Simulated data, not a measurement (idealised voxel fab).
process module | voxel tone inversion
cross-section cut | 230 nm wide | cells 5 nm
A cross-section is a grid of square cells, given in bands from the top down. A band is one or more rows of cells.
Each band's line starts with the height of the band's top and of its bottom, in nm. Then come its materials from left to right, each with its width in nm. One material with "throughout" fills the band from edge to edge. "air" is empty space.
Height 0 is the level under which the wafer as received is all one material. The lowest band goes on downwards, as in "0 down".
A width such as "30 to 40" changes by the same amount from each row of cells to the next, from the band's top row to its bottom row.
"no change" after a step means that no cell of the cross-section changed.
closed voids: empty space of 8 cells or more with no open way to the top, each as width x height at its distance from the left edge, in nm
after a step's settings: what the simulator itself notes on the step
overlay nm, on a step with a mask: how far to the right of its planned place the mask lay; to the left if negative
plan
1 op RECEIVE | material Si
2 op CONFORMAL_DEP | material SiCN | thk nm 10
3 op DIRECTIONAL_DEP | material polySi | thk nm 20
4 op PATTERN | tone cover | mask id POSTS | material resist | width nm 15 | pitch nm 40 | thk nm 30 | overlay nm 0
5 op DIRECTIONAL_ETCH | etch materials polySi | depth nm 20
6 op STRIP | etch materials resist
7 op FILL_DEP | material lowk | thk nm 10
8 op CMP | height nm 20
9 op STRIP | etch materials polySi
10 op CONFORMAL_DEP | material TiN | thk nm 5
11 op FILL_DEP | material Ru | thk nm 10
12 op CMP | height nm 30
13 op CONFORMAL_DEP | material SiN | thk nm 5
varied across the wafers: height nm of step 8. The plan shows the first wafer's value. All wafers start alike
first wafer as received, after step 1
  0 down: Si throughout
  closed voids: none
each wafer at the end: cells of each material gained (+) or lost (-) since it was received, then its closed voids
height nm 20 | +52 Ru | +92 SiCN | +46 SiN | +58 TiN | +74 lowk | closed voids: none
height nm 25 | +9 Ru | +92 SiCN | +46 SiN | +64 TiN | +111 lowk | closed voids: none
height nm 30 | +9 Ru | +92 SiCN | +46 SiN | +27 TiN | +148 lowk | closed voids: none
height nm 35 | +92 SiCN | +46 SiN | +148 lowk | +36 polySi | closed voids: none
height nm 40 | +92 SiCN | +46 SiN | +148 lowk | +36 polySi | closed voids: none
